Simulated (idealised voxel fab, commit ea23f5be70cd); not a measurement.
Process module, titled voxel local oxidation
Pictured: cross-section cut, 235 nm wide, on a grid of 5 nm square cells.
Square cells in a grid make up a cross-section in this document, and the grid is given as bands, listed from the top down, each one or more rows of cells. Look at the band entry: it leads with the top's height and the bottom's height in nm. Then it lists the materials left to right, with a width in nm for each. The word "all across" on a single material says that material fills the band edge to edge. The word "air" is empty space. Where do heights start? At 0: under that level the wafer as delivered is made of one material only. And the lowest band has no floor; it just carries on downward, as in "top 0, no bottom". Per-row width for "30..40": begins at first number (top row of band), ends at second number (bottom row), increment between rows held constant. "nothing changed" -> step changed no cross-section cell. Any empty space of 8 cells or more lacking an open way to the top shows up in "Entrapped void list" as width x height at distance, distance from the left edge, in nm. Step line, after settings: the simulator's comment on this step. "overlay nm", when on a step's line for a step with a mask, measures how far to the right of its planned place the mask lay; a negative measure means to the left.
This section lists the process steps that were planned
- 1: RECEIVE [material Si]
- 2: OXIDIZE [depth nm 5]
- 3: CONFORMAL_DEP [material SiN] [thk nm 15]
- 4: MASKED_ETCH [tone cover] [mask id ACTIVE] [width nm 110] [etch materials SiN] [depth nm 15] [overlay nm -15]
- 5: SELECTIVE_ETCH [etch materials SiO2] [depth nm 5]
- 6: OXIDIZE [depth nm 10]
- 7: STRIP [etch materials SiN]
Split variable: overlay nm, step 4. Plan value = first wafer. Wafers start alike.
Cross-section of the first of several wafers on receipt, reflecting completion of step 1
top 0, no bottom  Si all across
Entrapped void list: none
The following table contains a row per wafer, in which are reported, at the conclusion of the module, the cells of each material gained (+) or lost (-) since the wafer's receipt, with its closed voids given thereafter
overlay nm -15, -109 Si, +82 SiO2, Entrapped void list: none
overlay nm -10, -109 Si, +82 SiO2, Entrapped void list: none
overlay nm -5, -109 Si, +82 SiO2, Entrapped void list: none
overlay nm 0, -109 Si, +82 SiO2, Entrapped void list: none
overlay nm 5, -109 Si, +82 SiO2, Entrapped void list: none
overlay nm 10, -109 Si, +82 SiO2, Entrapped void list: none
overlay nm 15, -109 Si, +82 SiO2, Entrapped void list: none
